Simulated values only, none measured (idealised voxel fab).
Process module in this document: voxel gate over fins
Square cells of 5 nm make up the cross-section cut, whose width is 215 nm.
For the purposes of this document, a cross-section shall be understood as a grid of square cells, specified as bands listed in top-to-bottom order, each band consisting of one or more rows of cells.
Top height, bottom height, nm. Materials left to right, width each, nm. Single material + "all across" = fills band edge to edge. "air" = empty.
Heads up on the height convention: 0 is the point under which the incoming wafer is all one material, and the lowest band has no bottom, it just keeps going down, like "top 0, no bottom".
When a width is written as two numbers, as in "30..40", the first number is the width in the top row of cells of the band and the second is the width in its bottom row, and the width changes by the same amount from each row to the next.
Take "remained the same" at face value: in the step it is given for, the cross-section changed in none of its cells.
Enclosed voids (no open way to top), threshold 8 cells or more, entry "Sealed void inventory", notation width x height at distance, distance from left edge, nm.
Note: text after step settings on the step line = simulator remark on that step.
For masked steps, "overlay nm" on the step line gives how far right of plan the mask actually lay; a minus sign means it lay to the left.

The process steps that were planned are listed below
- 1: op RECEIVE | material Si
- 2: op CONFORMAL_DEP | material SiN | thk nm 10
- 3: op DIRECTIONAL_DEP | material aC | thk nm 15
- 4: op PATTERN | tone cover | mask id FINS | material resist | width nm 15 | pitch nm 40 | thk nm 30 | overlay nm 0
- 5: op DIRECTIONAL_ETCH | etch materials aC | depth nm 15
- 6: op STRIP | etch materials resist
- 7: op DIRECTIONAL_ETCH | etch materials SiN | depth nm 10
- 8: op DIRECTIONAL_ETCH | etch materials Si | depth nm 40
- 9: op STRIP | etch materials aC
- 10: op FILL_DEP | material SiO2 | thk nm 5
- 11: op CMP | height nm 10
- 12: op SELECTIVE_ETCH | etch materials SiO2 | depth nm 25
- 13: op STRIP | etch materials SiN
- 14: op CONFORMAL_DEP | material HfO2 | thk nm 5
- 15: op CONFORMAL_DEP | material TiN | thk nm 5
- 16: op CONFORMAL_DEP | material TiAl | thk nm 5
- 17: op CONFORMAL_DEP | material TiN | thk nm 5
- 18: op FILL_DEP | material W | thk nm 15
- 19: op CMP | height nm 30
- 20: op CONFORMAL_DEP | material SiCN | thk nm 10

First wafer, two in total, run as planned

Delivered wafer in cross-section: state after step 1
top 0, no bottom  Si all across
Sealed void inventory: none

Cross-section: wafer state after step 2
top 10, bottom 0  SiN all across
All layers under 0 are left as they were.

Cross-section: wafer state after step 3
top 25, bottom 10  aC all across
All layers under 10 are left as they were.

Cross-section: wafer state after step 4
top 55, bottom 25  air=60, then resist=15, then air=25, then resist=15, then air=25, then resist=15, then air=60
All layers under 25 are left as they were.

Cross-section: wafer state after step 5
top 40, bottom 25  air=60, then resist=15, then air=25, then resist=15, then air=25, then resist=15, then air=60
top 25, bottom 10  air=60, then aC=15, then air=25, then aC=15, then air=25, then aC=15, then air=60
All layers under 10 are left as they were.

Cross-section: wafer state after step 6
top 25, bottom 10  air=60, then aC=15, then air=25, then aC=15, then air=25, then aC=15, then air=60
All layers under 10 are left as they were.

Cross-section: wafer state after step 7
top 25, bottom 10  air=60, then aC=15, then air=25, then aC=15, then air=25, then aC=15, then air=60
top 10, bottom 0  air=60, then SiN=15, then air=25, then SiN=15, then air=25, then SiN=15, then air=60
All layers under 0 are left as they were.

Cross-section: wafer state after step 8
top 25, bottom 10  air=60, then aC=15, then air=25, then aC=15, then air=25, then aC=15, then air=60
top 10, bottom 0  air=60, then SiN=15, then air=25, then SiN=15, then air=25, then SiN=15, then air=60
top 0, bottom -40  air=60, then Si=15, then air=25, then Si=15, then air=25, then Si=15, then air=60
All layers under -40 are left as they were.

Cross-section: wafer state after step 9
top 10, bottom 0  air=60, then SiN=15, then air=25, then SiN=15, then air=25, then SiN=15, then air=60
All layers under 0 are left as they were.

Cross-section: wafer state after step 10
top 15, bottom 10  SiO2 all across
top 10, bottom 0  SiO2=60, then SiN=15, then SiO2=25, then SiN=15, then SiO2=25, then SiN=15, then SiO2=60
top 0, bottom -40  SiO2=60, then Si=15, then SiO2=25, then Si=15, then SiO2=25, then Si=15, then SiO2=60
All layers under -40 are left as they were.

Cross-section: wafer state after step 11
top 10, bottom 0  SiO2=60, then SiN=15, then SiO2=25, then SiN=15, then SiO2=25, then SiN=15, then SiO2=60
All layers under 0 are left as they were.

Cross-section: wafer state after step 12
top 10, bottom 0  air=60, then SiN=15, then air=25, then SiN=15, then air=25, then SiN=15, then air=60
top 0, bottom -15  air=60, then Si=15, then air=25, then Si=15, then air=25, then Si=15, then air=60
All layers under -15 are left as they were.

Cross-section: wafer state after step 13
top 0, bottom -15  air=60, then Si=15, then air=25, then Si=15, then air=25, then Si=15, then air=60
All layers under -15 are left as they were.

Cross-section: wafer state after step 14
top 5, bottom 0  air=55, then HfO2=25, then air=15, then HfO2=25, then air=15, then HfO2=25, then air=55
top 0, bottom -10  air=55, then HfO2=5, then Si=15, then HfO2=5, then air=15, then HfO2=5, then Si=15, then HfO2=5, then air=15, then HfO2=5, then Si=15, then HfO2=5, then air=55
top -10, bottom -15  HfO2=60, then Si=15, then HfO2=25, then Si=15, then HfO2=25, then Si=15, then HfO2=60
All layers under -15 are left as they were.

Cross-section: wafer state after step 15
top 10, bottom 5  air=50, then TiN=35, then air=5, then TiN=35, then air=5, then TiN=35, then air=50
top 5, bottom 0  air=50, then TiN=5, then HfO2=25, then TiN=5, then air=5, then TiN=5, then HfO2=25, then TiN=5, then air=5, then TiN=5, then HfO2=25, then TiN=5, then air=50
top 0, bottom -5  air=50, then TiN=5, then HfO2=5, then Si=15, then HfO2=5, then TiN=5, then air=5, then TiN=5, then HfO2=5, then Si=15, then HfO2=5, then TiN=5, then air=5, then TiN=5, then HfO2=5, then Si=15, then HfO2=5, then TiN=5, then air=50
top -5, bottom -10  TiN=55, then HfO2=5, then Si=15, then HfO2=5, then TiN=15, then HfO2=5, then Si=15, then HfO2=5, then TiN=15, then HfO2=5, then Si=15, then HfO2=5, then TiN=55
All layers under -10 are left as they were.

Cross-section: wafer state after step 16
top 15, bottom 10  air=45, then TiAl=125, then air=45
top 10, bottom 5  air=45, then TiAl=5, then TiN=35, then TiAl=5, then TiN=35, then TiAl=5, then TiN=35, then TiAl=5, then air=45
top 5, bottom 0  air=45, then TiAl=5, then TiN=5, then HfO2=25, then TiN=5, then TiAl=5, then TiN=5, then HfO2=25, then TiN=5, then TiAl=5, then TiN=5, then HfO2=25, then TiN=5, then TiAl=5, then air=45
top 0, bottom -5  TiAl=50, then TiN=5, then HfO2=5, then Si=15, then HfO2=5, then TiN=5, then TiAl=5, then TiN=5, then HfO2=5, then Si=15, then HfO2=5, then TiN=5, then TiAl=5, then TiN=5, then HfO2=5, then Si=15, then HfO2=5, then TiN=5, then TiAl=50
All layers under -5 are left as they were.

Cross-section: wafer state after step 17
top 20, bottom 15  air=40, then TiN=135, then air=40
top 15, bottom 10  air=40, then TiN=5, then TiAl=125, then TiN=5, then air=40
top 10, bottom 5  air=40, then TiN=5, then TiAl=5, then TiN=35, then TiAl=5, then TiN=35, then TiAl=5, then TiN=35, then TiAl=5, then TiN=5, then air=40
top 5, bottom 0  TiN=45, then TiAl=5, then TiN=5, then HfO2=25, then TiN=5, then TiAl=5, then TiN=5, then HfO2=25, then TiN=5, then TiAl=5, then TiN=5, then HfO2=25, then TiN=5, then TiAl=5, then TiN=45
All layers under 0 are left as they were.

Cross-section: wafer state after step 18
top 35, bottom 20  W all across
top 20, bottom 15  W=40, then TiN=135, then W=40
top 15, bottom 10  W=40, then TiN=5, then TiAl=125, then TiN=5, then W=40
top 10, bottom 5  W=40, then TiN=5, then TiAl=5, then TiN=35, then TiAl=5, then TiN=35, then TiAl=5, then TiN=35, then TiAl=5, then TiN=5, then W=40
All layers under 5 are left as they were.

Cross-section: wafer state after step 19
top 30, bottom 20  W all across
All layers under 20 are left as they were.

Cross-section: wafer state after step 20
top 40, bottom 30  SiCN all across
All layers under 30 are left as they were.

The second wafer: identical to the first at the outset and in its planned sequence, differing only in that one mistake was made during processing; up to and including step 11, its path is the first wafer's path

Second wafer at the planned finish of step 12, seen in cross-section
top 10, bottom 0  SiO2=60, then air=15, then SiO2=25, then air=15, then SiO2=25, then air=15, then SiO2=60
All layers under 0 are left as they were.

Second wafer at the planned finish of step 13, seen in cross-section
top 0, bottom -15  air=60, then Si=15, then air=25, then Si=15, then air=25, then Si=15, then air=60
top -15, bottom -25  SiO2=35, then air=25, then Si=15, then air=25, then Si=15, then air=25, then Si=15, then air=25, then SiO2=35
All layers under -25 are left as they were.

Second wafer at the planned finish of step 14, seen in cross-section
top 5, bottom 0  air=55, then HfO2=25, then air=15, then HfO2=25, then air=15, then HfO2=25, then air=55
top 0, bottom -10  air=55, then HfO2=5, then Si=15, then HfO2=5, then air=15, then HfO2=5, then Si=15, then HfO2=5, then air=15, then HfO2=5, then Si=15, then HfO2=5, then air=55
top -10, bottom -15  HfO2=40, then air=15, then HfO2=5, then Si=15, then HfO2=5, then air=15, then HfO2=5, then Si=15, then HfO2=5, then air=15, then HfO2=5, then Si=15, then HfO2=5, then air=15, then HfO2=40
top -15, bottom -20  SiO2=35, then HfO2=5, then air=15, then HfO2=5, then Si=15, then HfO2=5, then air=15, then HfO2=5, then Si=15, then HfO2=5, then air=15, then HfO2=5, then Si=15, then HfO2=5, then air=15, then HfO2=5, then SiO2=35
top -20, bottom -25  SiO2=35, then HfO2=25, then Si=15, then HfO2=25, then Si=15, then HfO2=25, then Si=15, then HfO2=25, then SiO2=35
All layers under -25 are left as they were.

Second wafer at the planned finish of step 15, seen in cross-section
top 10, bottom 5  air=50, then TiN=35, then air=5, then TiN=35, then air=5, then TiN=35, then air=50
top 5, bottom 0  air=50, then TiN=5, then HfO2=25, then TiN=5, then air=5, then TiN=5, then HfO2=25, then TiN=5, then air=5, then TiN=5, then HfO2=25, then TiN=5, then air=50
top 0, bottom -5  air=50, then TiN=5, then HfO2=5, then Si=15, then HfO2=5, then TiN=5, then air=5, then TiN=5, then HfO2=5, then Si=15, then HfO2=5, then TiN=5, then air=5, then TiN=5, then HfO2=5, then Si=15, then HfO2=5, then TiN=5, then air=50
top -5, bottom -10  TiN=45, then air=5, then TiN=5, then HfO2=5, then Si=15, then HfO2=5, then TiN=5, then air=5, then TiN=5, then HfO2=5, then Si=15, then HfO2=5, then TiN=5, then air=5, then TiN=5, then HfO2=5, then Si=15, then HfO2=5, then TiN=5, then air=5, then TiN=45
top -10, bottom -15  HfO2=40, then TiN=5, then air=5, then TiN=5, then HfO2=5, then Si=15, then HfO2=5, then TiN=5, then air=5, then TiN=5, then HfO2=5, then Si=15, then HfO2=5, then TiN=5, then air=5, then TiN=5, then HfO2=5, then Si=15, then HfO2=5, then TiN=5, then air=5, then TiN=5, then HfO2=40
top -15, bottom -20  SiO2=35, then HfO2=5, then TiN=15, then HfO2=5, then Si=15, then HfO2=5, then TiN=15, then HfO2=5, then Si=15, then HfO2=5, then TiN=15, then HfO2=5, then Si=15, then HfO2=5, then TiN=15, then HfO2=5, then SiO2=35
All layers under -20 are left as they were.

Second wafer at the planned finish of step 16, seen in cross-section
top 15, bottom 10  air=45, then TiAl=125, then air=45
top 10, bottom 5  air=45, then TiAl=5, then TiN=35, then TiAl=5, then TiN=35, then TiAl=5, then TiN=35, then TiAl=5, then air=45
top 5, bottom 0  air=45, then TiAl=5, then TiN=5, then HfO2=25, then TiN=5, then TiAl=5, then TiN=5, then HfO2=25, then TiN=5, then TiAl=5, then TiN=5, then HfO2=25, then TiN=5, then TiAl=5, then air=45
top 0, bottom -5  TiAl=50, then TiN=5, then HfO2=5, then Si=15, then HfO2=5, then TiN=5, then TiAl=5, then TiN=5, then HfO2=5, then Si=15, then HfO2=5, then TiN=5, then TiAl=5, then TiN=5, then HfO2=5, then Si=15, then HfO2=5, then TiN=5, then TiAl=50
top -5, bottom -10  TiN=45, then TiAl=5, then TiN=5, then HfO2=5, then Si=15, then HfO2=5, then TiN=5, then TiAl=5, then TiN=5, then HfO2=5, then Si=15, then HfO2=5, then TiN=5, then TiAl=5, then TiN=5, then HfO2=5, then Si=15, then HfO2=5, then TiN=5, then TiAl=5, then TiN=45
top -10, bottom -15  HfO2=40, then TiN=5, then TiAl=5, then TiN=5, then HfO2=5, then Si=15, then HfO2=5, then TiN=5, then TiAl=5, then TiN=5, then HfO2=5, then Si=15, then HfO2=5, then TiN=5, then TiAl=5, then TiN=5, then HfO2=5, then Si=15, then HfO2=5, then TiN=5, then TiAl=5, then TiN=5, then HfO2=40
All layers under -15 are left as they were.

Second wafer at the planned finish of step 17, seen in cross-section
top 20, bottom 15  air=40, then TiN=135, then air=40
top 15, bottom 10  air=40, then TiN=5, then TiAl=125, then TiN=5, then air=40
top 10, bottom 5  air=40, then TiN=5, then TiAl=5, then TiN=35, then TiAl=5, then TiN=35, then TiAl=5, then TiN=35, then TiAl=5, then TiN=5, then air=40
top 5, bottom 0  TiN=45, then TiAl=5, then TiN=5, then HfO2=25, then TiN=5, then TiAl=5, then TiN=5, then HfO2=25, then TiN=5, then TiAl=5, then TiN=5, then HfO2=25, then TiN=5, then TiAl=5, then TiN=45
All layers under 0 are left as they were.

Second wafer at the planned finish of step 18, seen in cross-section
top 35, bottom 20  W all across
top 20, bottom 15  W=40, then TiN=135, then W=40
top 15, bottom 10  W=40, then TiN=5, then TiAl=125, then TiN=5, then W=40
top 10, bottom 5  W=40, then TiN=5, then TiAl=5, then TiN=35, then TiAl=5, then TiN=35, then TiAl=5, then TiN=35, then TiAl=5, then TiN=5, then W=40
All layers under 5 are left as they were.

Second wafer at the planned finish of step 19, seen in cross-section
top 30, bottom 20  W all across
All layers under 20 are left as they were.

Second wafer at the planned finish of step 20, seen in cross-section
top 40, bottom 30  SiCN all across
All layers under 30 are left as they were.
Where did the run depart from the plan? plan steps 12 and 13 run swapped
At the finish, the second wafer shows more or fewer cells for some materials than the first does: +16 HfO2 | -40 SiO2 | +8 TiAl | +16 TiN
